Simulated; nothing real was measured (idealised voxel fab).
Proc. module: voxel double patterning
The cross-section on display is named cut; it measures 195 nm wide, and its cells are 5 nm squares.
Notation: cross-section as square-cell grid; stated in bands, top first, going down; one or more cell rows per band. Within each band entry, the heights of the top and of the bottom of the band appear first, in that order and in nm; the materials of the band then follow from left to right, each with its corresponding width in nm. The designation "full width" on a single material indicates that it fills the band from edge to edge; the designation "air" indicates empty space. The reference from which all heights are counted is 0, the level beneath which the as-received wafer is entirely one material; the lowest band, having no lower bound, proceeds downward and is written after the example "0 -> down". Note: "30..40" means the width goes from the first number (top row of the band) to the second number (bottom row) in equal steps per row of cells. Where a step carries "nothing got changed", the cross-section came out of it unchanged, cell for cell. "Closed internal cavities" lists enclosed empty spaces (at least 8 cells, no open path upward to the top), each as width x height at distance from the left edge, in nm. That trailing text on a step's line, after the settings, is the simulator's own remark on the step. The setting "overlay nm" may be written on the line of a step. When the step uses a mask, the value reports how far to the right of the planned place the mask lay, and a negative value reports that it lay to the left.

The following list gives the planned process steps
1: RECEIVE, material Si
2: CONFORMAL_DEP, material SiO2, thk nm 5
3: DIRECTIONAL_DEP, material polySi, thk nm 10
4: DIRECTIONAL_DEP, material SiCN, thk nm 10
5: MASKED_ETCH, tone open, mask id FIRST, width nm 15, pitch nm 50, etch materials SiCN, depth nm 10, overlay nm 0
6: PATTERN, tone open, mask id SECOND, material resist, width nm 15, thk nm 15, overlay nm 0
7: DIRECTIONAL_ETCH, etch materials SiCN, depth nm 10
8: STRIP, etch materials resist
9: DIRECTIONAL_ETCH, etch materials polySi, depth nm 10
10: STRIP, etch materials SiCN

First wafer, two in total, run as planned

Cross-section, incoming material, after step 1
	0 -> down: Si full width
	Closed internal cavities: none

The wafer in cross-section once step 2 is complete
	5 -> 0: SiO2 full width
	All layers under 0 are left as they were.

The wafer in cross-section once step 3 is complete
	15 -> 5: polySi full width
	All layers under 5 are left as they were.

The wafer in cross-section once step 4 is complete
	25 -> 15: SiCN full width
	All layers under 15 are left as they were.

The wafer in cross-section once step 5 is complete
	25 -> 15: 65 of SiCN  15 of air  35 of SiCN  15 of air  65 of SiCN
	All layers under 15 are left as they were.

The wafer in cross-section once step 6 is complete
	40 -> 25: 90 of resist  15 of air  90 of resist
	25 -> 15: 65 of SiCN  15 of resist  35 of SiCN  15 of resist  65 of SiCN
	All layers under 15 are left as they were.

The wafer in cross-section once step 7 is complete
	40 -> 25: 90 of resist  15 of air  90 of resist
	25 -> 15: 65 of SiCN  15 of resist  10 of SiCN  15 of air  10 of SiCN  15 of resist  65 of SiCN
	All layers under 15 are left as they were.

The wafer in cross-section once step 8 is complete
	25 -> 15: 65 of SiCN  15 of air  10 of SiCN  15 of air  10 of SiCN  15 of air  65 of SiCN
	All layers under 15 are left as they were.

The wafer in cross-section once step 9 is complete
	25 -> 15: 65 of SiCN  15 of air  10 of SiCN  15 of air  10 of SiCN  15 of air  65 of SiCN
	15 -> 5: 65 of polySi  15 of air  10 of polySi  15 of air  10 of polySi  15 of air  65 of polySi
	All layers under 5 are left as they were.

The wafer in cross-section once step 10 is complete
	15 -> 5: 65 of polySi  15 of air  10 of polySi  15 of air  10 of polySi  15 of air  65 of polySi
	All layers under 5 are left as they were.

The second wafer was prepared from the same starting point and under the same plan as the first; its processing contained one mistake, and it remains indistinguishable from the first wafer up to and including step 8

Cross-section of the second wafer corresponding to the planned conclusion of step 9
	25 -> 15: 65 of SiCN  15 of air  10 of SiCN  15 of air  10 of SiCN  15 of air  65 of SiCN
	15 -> 10: 65 of polySi  15 of air  10 of polySi  15 of air  10 of polySi  15 of air  65 of polySi
	All layers under 10 are left as they were.

Cross-section of the second wafer corresponding to the planned conclusion of step 10
	15 -> 10: 65 of polySi  15 of air  10 of polySi  15 of air  10 of polySi  15 of air  65 of polySi
	All layers under 10 are left as they were.
what went wrong: step 9 did not happen as planned, as run it was DIRECTIONAL_ETCH, etch materials polySi, depth nm 5
The closing comparison, in cells, has the second wafer with more or fewer of some materials than the first: +9 polySi
